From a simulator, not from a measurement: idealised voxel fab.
Process module heading - voxel released beams
It is cross-section cut that appears here, measuring 225 nm in width, its square cells being 5 nm in size.
Just so we're on the same page, the cross-sections are grids of square cells, and they're listed out in bands top to bottom, each band one or more rows deep.
Band: top height; bottom height; in nm. Then, left to right: material with width in nm, for each material. "everywhere": a single material spanning edge to edge. "blank": empty space.
Heads up on the height convention: 0 is the point under which the incoming wafer is all one material, and the lowest band has no bottom, it just keeps going down, like "0 -> down".
Width "30..40": first value at the band's top row of cells, second value at its bottom row, equal change from row to row.
Where a step carries "remained the same", the cross-section came out of it unchanged, cell for cell.
In "Trapped cavities" the enclosed voids are listed, meaning empty spaces of 8 cells or larger without any opening to the top. The form is width x height at distance, distance from the left edge, units nm.
That trailing text on a step's line, after the settings, is the simulator's own remark on the step.
overlay nm: mask offset rightward from planned place, masked step; negative means leftward offset.
## The process steps that were planned are listed below
1,RECEIVE,material Si
2,CONFORMAL_DEP,material Al2O3,thk nm 5
3,DIRECTIONAL_DEP,material SiO2,thk nm 15
4,MASKED_ETCH,tone open,mask id ANCHOR,width nm 35,etch materials SiO2,depth nm 15,overlay nm 0
5,CONFORMAL_DEP,material SiN,thk nm 10
6,MASKED_ETCH,tone cover,mask id BEAM,width nm 100,etch materials SiN,depth nm 10,overlay nm -15
7,STRIP,etch materials SiO2
All wafers enter the flow in the same state. The overlay nm at step 6 differs from wafer to wafer, and the plan gives the value for the first wafer.
## First of several wafers, received after step 1, in cross-section
- 0 -> down  Si everywhere
- Trapped cavities: none
## Depicted here is the first of several wafers in cross-section, at module completion following the last step, step 7
- 30 -> 20  blank: 45  SiN: 30  blank: 15  SiN: 55  blank: 80
- 20 -> 15  blank: 65  SiN: 10  blank: 15  SiN: 10  blank: 125
- 15 -> 5  blank: 65  SiN: 35  blank: 125
- 5 -> 0  Al2O3 everywhere
- 0 -> down  Si everywhere
- Trapped cavities: none
## Cross-section of the last wafer at end of module
- 30 -> 20  blank: 90  SiN: 85  blank: 50
- 20 -> 15  blank: 65  SiN: 10  blank: 15  SiN: 10  blank: 125
- 15 -> 5  blank: 65  SiN: 35  blank: 125
- 5 -> 0  Al2O3 everywhere
- 0 -> down  Si everywhere
- Trapped cavities: none
## So in this table every wafer gets its own row, and what you see is where it stands at the end of the module: for each material, how many cells it picked up (+) or gave up (-) since we received it, and after that its closed voids
overlay nm -15; +45 Al2O3; +52 SiN; Trapped cavities: none
overlay nm -10; +45 Al2O3; +52 SiN; Trapped cavities: none
overlay nm -5; +45 Al2O3; +52 SiN; Trapped cavities: none
overlay nm 0; +45 Al2O3; +52 SiN; Trapped cavities: none
overlay nm 5; +45 Al2O3; +52 SiN; Trapped cavities: none
overlay nm 10; +45 Al2O3; +52 SiN; Trapped cavities: none
overlay nm 15; +45 Al2O3; +52 SiN; Trapped cavities: none
